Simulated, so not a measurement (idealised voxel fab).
process module | voxel wiring stack
cross-section cut | 155 nm wide | cells 5 nm
A cross-section is a grid of square cells, given in bands from the top down. A band is one or more rows of cells.
Each band's line starts with the height of the band's top and of its bottom, in nm. Then come its materials from left to right, each with its width in nm. One material with "throughout" fills the band from edge to edge. "air" is empty space.
Height 0 is the level under which the wafer as received is all one material. The lowest band goes on downwards, as in "0 down".
A width such as "30 to 40" changes by the same amount from each row of cells to the next, from the band's top row to its bottom row.
"no change" after a step means that no cell of the cross-section changed.
closed voids: empty space of 8 cells or more with no open way to the top, each as width x height at its distance from the left edge, in nm
after a step's settings: what the simulator itself notes on the step
overlay nm, on a step with a mask: how far to the right of its planned place the mask lay; to the left if negative
plan
1 op RECEIVE | material Si
2 op CONFORMAL_DEP | material SiO2 | thk nm 15
3 op DIRECTIONAL_DEP | material TiN | thk nm 5
4 op DIRECTIONAL_DEP | material W | thk nm 20
5 op PATTERN | tone cover | mask id METAL_1 | material resist | width nm 20 | pitch nm 50 | thk nm 20 | overlay nm 0
6 op DIRECTIONAL_ETCH | etch materials W | depth nm 20
7 op DIRECTIONAL_ETCH | etch materials TiN | depth nm 5
8 op STRIP | etch materials resist
9 op CONFORMAL_DEP | material SiCN | thk nm 5
10 op FILL_DEP | material lowk | thk nm 10
11 op CMP | height nm 40
12 op CONFORMAL_DEP | material SiCN | thk nm 5
13 op DIRECTIONAL_DEP | material SiO2 | thk nm 35
14 op DIRECTIONAL_DEP | material aC | thk nm 10
15 op PATTERN | tone open | mask id METAL_2 | material resist | width nm 20 | pitch nm 50 | thk nm 25 | overlay nm 0
16 op DIRECTIONAL_ETCH | etch materials aC | depth nm 10
17 op STRIP | etch materials resist
18 op DIRECTIONAL_ETCH | etch materials SiO2 | depth nm 20
19 op STRIP | etch materials aC
20 op PATTERN | tone open | mask id METAL_2_HOLES | material resist | width nm 15 | thk nm 20 | overlay nm 0
21 op DIRECTIONAL_ETCH | etch materials SiO2 | depth nm 15
22 op DIRECTIONAL_ETCH | etch materials SiCN | depth nm 5
23 op STRIP | etch materials resist
24 op CONFORMAL_DEP | material TiN | thk nm 5
25 op FILL_DEP | material Cu | thk nm 10
26 op CMP | height nm 80
27 op CONFORMAL_DEP | material SiN | thk nm 5
varied across the wafers: width nm of step 20. The plan shows the first wafer's value. All wafers start alike
first wafer as received, after step 1
  0 down: Si throughout
  closed voids: none
first wafer at the end, after step 27
  85 to 80: SiN throughout
  80 to 65: SiO2 40 | TiN 5 | Cu 10 | TiN 5 | SiO2 30 | TiN 5 | Cu 10 | TiN 5 | SiO2 45
  65 to 60: SiO2 40 | TiN 5 | Cu 5 | TiN 10 | SiO2 30 | TiN 20 | SiO2 45
  60 to 45: SiO2 40 | TiN 5 | Cu 5 | TiN 5 | SiO2 100
  45 to 40: SiCN 40 | TiN 15 | SiCN 100
  40 to 20: lowk 35 | SiCN 5 | W 20 | SiCN 5 | lowk 20 | SiCN 5 | W 20 | SiCN 5 | lowk 40
  20 to 15: SiCN 40 | TiN 20 | SiCN 30 | TiN 20 | SiCN 45
  15 to 0: SiO2 throughout
  0 down: Si throughout
  closed voids: none
last wafer at the end
  85 to 80: SiN throughout
  80 to 70: SiO2 35 | TiN 5 | Cu 20 | TiN 5 | SiO2 25 | TiN 5 | Cu 10 | TiN 5 | SiO2 45
  70 to 65: SiO2 35 | TiN 10 | Cu 10 | TiN 10 | SiO2 25 | TiN 5 | Cu 10 | TiN 5 | SiO2 45
  65 to 60: SiO2 40 | TiN 5 | Cu 10 | TiN 5 | SiO2 30 | TiN 20 | SiO2 45
  60 to 45: SiO2 40 | TiN 5 | Cu 10 | TiN 5 | SiO2 95
  45 to 40: SiCN 40 | TiN 20 | SiCN 95
  40 to 20: lowk 35 | SiCN 5 | W 20 | SiCN 5 | lowk 20 | SiCN 5 | W 20 | SiCN 5 | lowk 40
  20 to 15: SiCN 40 | TiN 20 | SiCN 30 | TiN 20 | SiCN 45
  15 to 0: SiO2 throughout
  0 down: Si throughout
  closed voids: none
each wafer at the end: cells of each material gained (+) or lost (-) since it was received, then its closed voids
width nm 15 | +16 Cu | +67 SiCN | +31 SiN | +269 SiO2 | +36 TiN | +32 W | +76 lowk | closed voids: none
width nm 20 | +20 Cu | +66 SiCN | +31 SiN | +266 SiO2 | +36 TiN | +32 W | +76 lowk | closed voids: none
width nm 25 | +22 Cu | +66 SiCN | +31 SiN | +263 SiO2 | +37 TiN | +32 W | +76 lowk | closed voids: none
width nm 30 | +24 Cu | +66 SiCN | +31 SiN | +260 SiO2 | +38 TiN | +32 W | +76 lowk | closed voids: none
